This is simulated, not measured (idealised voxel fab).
process module | voxel air gaps
cross-section cut | 215 nm wide | cells 5 nm
A cross-section is a grid of square cells, given in bands from the top down. A band is one or more rows of cells.
Each band's line starts with the height of the band's top and of its bottom, in nm. Then come its materials from left to right, each with its width in nm. One material with "throughout" fills the band from edge to edge. "air" is empty space.
Height 0 is the level under which the wafer as received is all one material. The lowest band goes on downwards, as in "0 down".
A width such as "30 to 40" changes by the same amount from each row of cells to the next, from the band's top row to its bottom row.
"no change" after a step means that no cell of the cross-section changed.
closed voids: empty space of 8 cells or more with no open way to the top, each as width x height at its distance from the left edge, in nm
after a step's settings: what the simulator itself notes on the step
overlay nm, on a step with a mask: how far to the right of its planned place the mask lay; to the left if negative
plan
1 op RECEIVE | material Si
2 op CONFORMAL_DEP | material SiO2 | thk nm 15
3 op CONFORMAL_DEP | material SiCN | thk nm 5
4 op DIRECTIONAL_DEP | material SiO2 | thk nm 35
5 op DIRECTIONAL_DEP | material aC | thk nm 15
6 op PATTERN | tone open | mask id LINES | material resist | width nm 25 | pitch nm 50 | thk nm 30 | overlay nm 0
7 op DIRECTIONAL_ETCH | etch materials aC | depth nm 15
8 op STRIP | etch materials resist
9 op DIRECTIONAL_ETCH | etch materials SiO2 | depth nm 35
10 op STRIP | etch materials aC
11 op CONFORMAL_DEP | material TiN | thk nm 5
12 op FILL_DEP | material W | thk nm 5
13 op CMP | height nm 55
14 op EPI | material Ru | thk nm 10
15 op SELECTIVE_ETCH | etch materials SiO2 | depth nm 45
16 op CONFORMAL_DEP | material SiCN | thk nm 5
as received, after step 1
  0 down: Si throughout
  closed voids: none
a wafer at the end: this start, this plan, one mistake
  70 to 65: air 30 | SiCN 155 | air 30
  65 to 55: air 30 | SiCN 5 | Ru 45 | SiCN 5 | Ru 45 | SiCN 5 | Ru 45 | SiCN 5 | air 30
  55 to 50: air 30 | SiCN 15 | TiN 5 | W 15 | TiN 5 | SiCN 25 | TiN 5 | W 15 | TiN 5 | SiCN 25 | TiN 5 | W 15 | TiN 5 | SiCN 15 | air 30
  50 to 40: air 40 | SiCN 5 | TiN 5 | W 15 | TiN 5 | SiCN 5 | air 15 | SiCN 5 | TiN 5 | W 15 | TiN 5 | SiCN 5 | air 15 | SiCN 5 | TiN 5 | W 15 | TiN 5 | SiCN 5 | air 40
  40 to 35: SiCN 45 | TiN 25 | SiCN 25 | TiN 25 | SiCN 25 | TiN 25 | SiCN 45
  35 to 30: SiCN throughout
  30 to 0: SiO2 throughout
  0 down: Si throughout
  closed voids: none
what went wrong: step 2 was run twice
